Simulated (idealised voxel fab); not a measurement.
Title: Process Module voxel gate over fins
Section shown: cut. Width: 210 nm. Cell size: 5 nm, square.
How to read a cross-section here: the picture is a grid of square cells, written as bands going from the top down, and any band can span one or more rows of cells. Look at the band entry: it leads with the top's height and the bottom's height in nm. Then it lists the materials left to right, with a width in nm for each. The word "full width" on a single material says that material fills the band edge to edge. The word "empty" is empty space. Height reference: 0 = level under which incoming wafer is all one material. Lowest band: no bottom, runs on downward, e.g. "0 and below". The width entry "30->40" should be interpreted row by row: the top row of cells in the band takes the first number, the bottom row takes the second number, and the change between adjacent rows is uniform throughout. For the purposes of this document, the phrase "stayed the same" attached to a step denotes that no cell within the cross-section was modified by that step. Look at "Catalogued sealed voids" for the closed voids: empty spaces with no open path to the top, sized 8 cells or up. Each is width x height at distance, distance from the left edge, all nm. Whatever follows a step's settings on its line is a remark the simulator itself makes about that step. Each step line may optionally specify "overlay nm", which for a step with a mask gives the rightward distance between the mask's planned place and where it lay, a negative value indicating the leftward direction.

# Planned step list for the process
1,op RECEIVE | material Si
2,op CONFORMAL_DEP | material SiN | thk nm 5
3,op DIRECTIONAL_DEP | material aC | thk nm 10
4,op PATTERN | tone cover | mask id FINS | material resist | width nm 15 | pitch nm 45 | thk nm 30 | overlay nm 0
5,op DIRECTIONAL_ETCH | etch materials aC | depth nm 10
6,op STRIP | etch materials resist
7,op DIRECTIONAL_ETCH | etch materials SiN | depth nm 5
8,op DIRECTIONAL_ETCH | etch materials Si | depth nm 35
9,op STRIP | etch materials aC
10,op OXIDIZE | depth nm 5
11,op FILL_DEP | material SiO2 | thk nm 15
12,op CMP | height nm 5
13,op SELECTIVE_ETCH | etch materials SiO2 | depth nm 20
14,op STRIP | etch materials SiN
15,op CONFORMAL_DEP | material HfO2 | thk nm 5
16,op CONFORMAL_DEP | material TiN | thk nm 5
17,op FILL_DEP | material W | thk nm 10
18,op CMP | height nm 15
19,op CONFORMAL_DEP | material SiN | thk nm 10

# Cross-section: wafer on arrival = after step 1
- 0 and below = Si full width
- Catalogued sealed voids: none

# Cross-sectional image of the first of two wafers at the end of the module, the run having proceeded as planned
- 25 down to 15 = SiN full width
- 15 down to 10 = W full width
- 10 down to 5 = W 45  TiN 25  W 20  TiN 25  W 20  TiN 25  W 50
- 5 down to 0 = W 45  TiN 5  HfO2 15  TiN 5  W 20  TiN 5  HfO2 15  TiN 5  W 20  TiN 5  HfO2 15  TiN 5  W 50
- 0 down to -5 = W 45  TiN 5  HfO2 5  Si 5  HfO2 5  TiN 5  W 20  TiN 5  HfO2 5  Si 5  HfO2 5  TiN 5  W 20  TiN 5  HfO2 5  Si 5  HfO2 5  TiN 5  W 50
- -5 down to -10 = TiN 50  HfO2 5  Si 5  HfO2 5  TiN 30  HfO2 5  Si 5  HfO2 5  TiN 30  HfO2 5  Si 5  HfO2 5  TiN 55
- -10 down to -15 = HfO2 55  Si 5  HfO2 40  Si 5  HfO2 40  Si 5  HfO2 60
- -15 down to -40 = SiO2 55  Si 5  SiO2 40  Si 5  SiO2 40  Si 5  SiO2 60
- -40 and below = Si full width
- Catalogued sealed voids: none

# Cross-section, wafer two of two, end of module: same start and plan as wafer one, one error in execution
- 25 down to 15 = SiN full width
- 15 down to 10 = W full width
- 10 down to 5 = TiN 55  W 5  TiN 40  W 5  TiN 40  W 5  TiN 60
- 5 down to 0 = HfO2 50  TiN 5  W 5  TiN 5  HfO2 30  TiN 5  W 5  TiN 5  HfO2 30  TiN 5  W 5  TiN 5  HfO2 55
- 0 down to -5 = Si 45  HfO2 5  TiN 5  W 5  TiN 5  HfO2 5  Si 20  HfO2 5  TiN 5  W 5  TiN 5  HfO2 5  Si 20  HfO2 5  TiN 5  W 5  TiN 5  HfO2 5  Si 50
- -5 down to -10 = Si 45  HfO2 5  TiN 15  HfO2 5  Si 20  HfO2 5  TiN 15  HfO2 5  Si 20  HfO2 5  TiN 15  HfO2 5  Si 50
- -10 down to -15 = Si 45  HfO2 25  Si 20  HfO2 25  Si 20  HfO2 25  Si 50
- -15 down to -40 = Si 45  SiO2 25  Si 20  SiO2 25  Si 20  SiO2 25  Si 50
- -40 and below = Si full width
- Catalogued sealed voids: none
Nonconformance to the process plan: so step 4 ended up running with a different setting than we planned, it ran as op PATTERN | tone open | mask id FINS | material resist | width nm 15 | pitch nm 45 | thk nm 30 | overlay nm 0
The final cell counts differ between the wafers, with the second having more or fewer of some materials than the first: 192 more of Si | 120 fewer of SiO2 | 72 fewer of W
